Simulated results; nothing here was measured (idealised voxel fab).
Process module name: voxel transistor to metal
Cross-section cut: width 150 nm, square cells of 5 nm.
Each cross-section below is a grid of square cells, stated as bands in top-down order, with one or more rows of cells making up each band. Top, bottom (nm), then materials left to right with widths (nm); lone material tagged "all across" fills the whole band edge to edge; "empty" = empty space. Note: height 0 marks the level under which the wafer is uniformly one material as received. Lowest band unbounded below, written "0 and below". You'd read "30->40" like this: the band's top row of cells is as wide as the first number, its bottom row is as wide as the second, and going down, every row changes width by the same amount as the row before did. Given "identical to before" for a step, no cell of the cross-section differs between before and after that step. "Completely enclosed voids" means: voids of 8 cells or more that are shut off from the top with no open way through. Written width x height at distance, distance from the left edge, in nm. It should be noted that, on the line of a given step, the content following the step's settings is a remark produced by the simulator itself with respect to that step. "overlay nm" on a masked step: distance the mask lay right of its planned place, negative for left.

List of planned process steps:
1) RECEIVE,material Si
2) OXIDIZE,depth nm 5
3) CONFORMAL_DEP,material SiN,thk nm 15
4) DIRECTIONAL_DEP,material aC,thk nm 15
5) PATTERN,tone cover,mask id ACTIVE,material resist,width nm 95,thk nm 30,overlay nm 0
6) DIRECTIONAL_ETCH,etch materials aC,depth nm 15
7) STRIP,etch materials resist
8) DIRECTIONAL_ETCH,etch materials SiN,depth nm 15
9) DIRECTIONAL_ETCH,etch materials SiO2,depth nm 5
10) DIRECTIONAL_ETCH,etch materials Si,depth nm 35
11) STRIP,etch materials aC
12) OXIDIZE,depth nm 5
13) FILL_DEP,material SiO2,thk nm 5
14) CMP,height nm 15
15) SELECTIVE_ETCH,etch materials SiO2,depth nm 5
16) STRIP,etch materials SiN
17) SELECTIVE_ETCH,etch materials SiO2,depth nm 5
18) OXIDIZE,depth nm 5
19) DIRECTIONAL_DEP,material polySi,thk nm 25
20) DIRECTIONAL_DEP,material SiCN,thk nm 15
21) DIRECTIONAL_DEP,material aC,thk nm 10
22) PATTERN,tone cover,mask id GATE,material resist,width nm 15,thk nm 30,overlay nm 0
23) DIRECTIONAL_ETCH,etch materials aC,depth nm 10
24) STRIP,etch materials resist
25) DIRECTIONAL_ETCH,etch materials SiCN,depth nm 25
26) DIRECTIONAL_ETCH,etch materials polySi,depth nm 35
27) STRIP,etch materials aC
28) CONFORMAL_DEP,material SiO2,thk nm 5
29) DIRECTIONAL_ETCH,etch materials SiO2,depth nm 5
30) CONFORMAL_DEP,material SiN,thk nm 10
31) DIRECTIONAL_ETCH,etch materials SiN,depth nm 10
32) DIRECTIONAL_ETCH,etch materials SiO2,depth nm 5
33) EPI,material SiGe,thk nm 5
34) FILL_DEP,material SiO2,thk nm 10
35) CMP,height nm 35
36) DIRECTIONAL_DEP,material SiO2,thk nm 15
37) MASKED_ETCH,tone open,mask id CONTACT,width nm 30,pitch nm 55,etch materials SiO2,depth nm 55,overlay nm 0
38) CONFORMAL_DEP,material TiN,thk nm 5
39) FILL_DEP,material W,thk nm 5
40) CMP,height nm 50
41) CONFORMAL_DEP,material SiN,thk nm 5
42) DIRECTIONAL_DEP,material lowk,thk nm 15
43) MASKED_ETCH,tone open,mask id METAL_1,width nm 15,pitch nm 70,etch materials lowk,depth nm 15,overlay nm 0
44) MASKED_ETCH,tone open,mask id METAL_1,width nm 15,pitch nm 70,etch materials SiN,depth nm 5,overlay nm 0
45) CONFORMAL_DEP,material TiN,thk nm 5
46) FILL_DEP,material Cu,thk nm 5
47) CMP,height nm 70
48) CONFORMAL_DEP,material SiCN,thk nm 5
Heads up: all these wafers start the same, and what changes between them is the thk nm in step 45. The value you see in the plan is just what the first wafer got.

As received, i.e. after step 1: cross-section through the first of several wafers:
    0 and below  Si all across
    Completely enclosed voids: none

The cross-section of the first of several wafers is given below for the end of the module, after its final step, step 48:
    75 down to 70  SiCN all across
    70 down to 55  lowk: 30 | TiN: 5 | Cu: 5 | TiN: 5 | lowk: 55 | TiN: 5 | Cu: 5 | TiN: 5 | lowk: 35
    55 down to 50  SiN: 30 | TiN: 15 | SiN: 55 | TiN: 15 | SiN: 35
    50 down to 40  SiO2: 30 | TiN: 5 | W: 20 | TiN: 5 | SiO2: 25 | TiN: 5 | W: 20 | TiN: 5 | SiO2: 35
    40 down to 35  SiO2: 30 | TiN: 5 | W: 10 | TiN: 15 | SiO2: 25 | TiN: 15 | W: 10 | TiN: 5 | SiO2: 35
    35 down to 20  SiO2: 30 | TiN: 5 | W: 10 | TiN: 5 | SiN: 10 | SiO2: 5 | SiCN: 15 | SiO2: 5 | SiN: 10 | TiN: 5 | W: 10 | TiN: 5 | SiO2: 35
    20 down to 10  SiO2: 30 | TiN: 5 | W: 10 | TiN: 5 | SiN: 10 | SiO2: 5 | polySi: 15 | SiO2: 5 | SiN: 10 | TiN: 5 | W: 10 | TiN: 5 | SiO2: 35
    10 down to 5  SiO2: 30 | TiN: 10 | W: 5 | TiN: 5 | SiN: 10 | SiO2: 5 | polySi: 15 | SiO2: 5 | SiN: 10 | TiN: 5 | W: 5 | TiN: 10 | SiO2: 35
    5 down to 0  SiO2: 25 | SiN: 10 | TiN: 5 | W: 5 | TiN: 5 | SiN: 10 | SiO2: 5 | polySi: 15 | SiO2: 5 | SiN: 10 | TiN: 5 | W: 5 | TiN: 5 | SiN: 10 | SiO2: 30
    0 down to -5  SiO2: 25 | SiN: 10 | TiN: 15 | SiN: 10 | SiO2: 5 | polySi: 15 | SiO2: 5 | SiN: 10 | TiN: 15 | SiN: 10 | SiO2: 30
    -5 down to -10  SiO2: 35 | SiGe: 15 | SiO2: 45 | SiGe: 15 | SiO2: 40
    -10 down to -45  SiO2: 30 | Si: 85 | SiO2: 35
    -45 and below  Si all across
    Completely enclosed voids: none

last wafer at the end:
    75 down to 70  SiCN all across
    70 down to 55  lowk: 30 | TiN: 15 | lowk: 55 | TiN: 15 | lowk: 35
    55 down to 50  SiN: 30 | TiN: 15 | SiN: 55 | TiN: 15 | SiN: 35
    50 down to 40  SiO2: 30 | TiN: 5 | W: 20 | TiN: 5 | SiO2: 25 | TiN: 5 | W: 20 | TiN: 5 | SiO2: 35
    40 down to 35  SiO2: 30 | TiN: 5 | W: 10 | TiN: 15 | SiO2: 25 | TiN: 15 | W: 10 | TiN: 5 | SiO2: 35
    35 down to 20  SiO2: 30 | TiN: 5 | W: 10 | TiN: 5 | SiN: 10 | SiO2: 5 | SiCN: 15 | SiO2: 5 | SiN: 10 | TiN: 5 | W: 10 | TiN: 5 | SiO2: 35
    20 down to 10  SiO2: 30 | TiN: 5 | W: 10 | TiN: 5 | SiN: 10 | SiO2: 5 | polySi: 15 | SiO2: 5 | SiN: 10 | TiN: 5 | W: 10 | TiN: 5 | SiO2: 35
    10 down to 5  SiO2: 30 | TiN: 10 | W: 5 | TiN: 5 | SiN: 10 | SiO2: 5 | polySi: 15 | SiO2: 5 | SiN: 10 | TiN: 5 | W: 5 | TiN: 10 | SiO2: 35
    5 down to 0  SiO2: 25 | SiN: 10 | TiN: 5 | W: 5 | TiN: 5 | SiN: 10 | SiO2: 5 | polySi: 15 | SiO2: 5 | SiN: 10 | TiN: 5 | W: 5 | TiN: 5 | SiN: 10 | SiO2: 30
    0 down to -5  SiO2: 25 | SiN: 10 | TiN: 15 | SiN: 10 | SiO2: 5 | polySi: 15 | SiO2: 5 | SiN: 10 | TiN: 15 | SiN: 10 | SiO2: 30
    -5 down to -10  SiO2: 35 | SiGe: 15 | SiO2: 45 | SiGe: 15 | SiO2: 40
    -10 down to -45  SiO2: 30 | Si: 85 | SiO2: 35
    -45 and below  Si all across
    Completely enclosed voids: none

Per wafer (row), end of module: delta in cells per material since receipt, (+) for gained, (-) for lost; closed voids after that:
thk nm 5; +6 Cu; -151 Si; +39 SiCN; +6 SiGe; +64 SiN; +285 SiO2; +70 TiN; +44 W; +72 lowk; +15 polySi; Completely enclosed voids: none
thk nm 10; -151 Si; +39 SiCN; +6 SiGe; +64 SiN; +285 SiO2; +76 TiN; +44 W; +72 lowk; +15 polySi; Completely enclosed voids: none
thk nm 15; -151 Si; +39 SiCN; +6 SiGe; +64 SiN; +285 SiO2; +76 TiN; +44 W; +72 lowk; +15 polySi; Completely enclosed voids: none
thk nm 20; -151 Si; +39 SiCN; +6 SiGe; +64 SiN; +285 SiO2; +76 TiN; +44 W; +72 lowk; +15 polySi; Completely enclosed voids: none
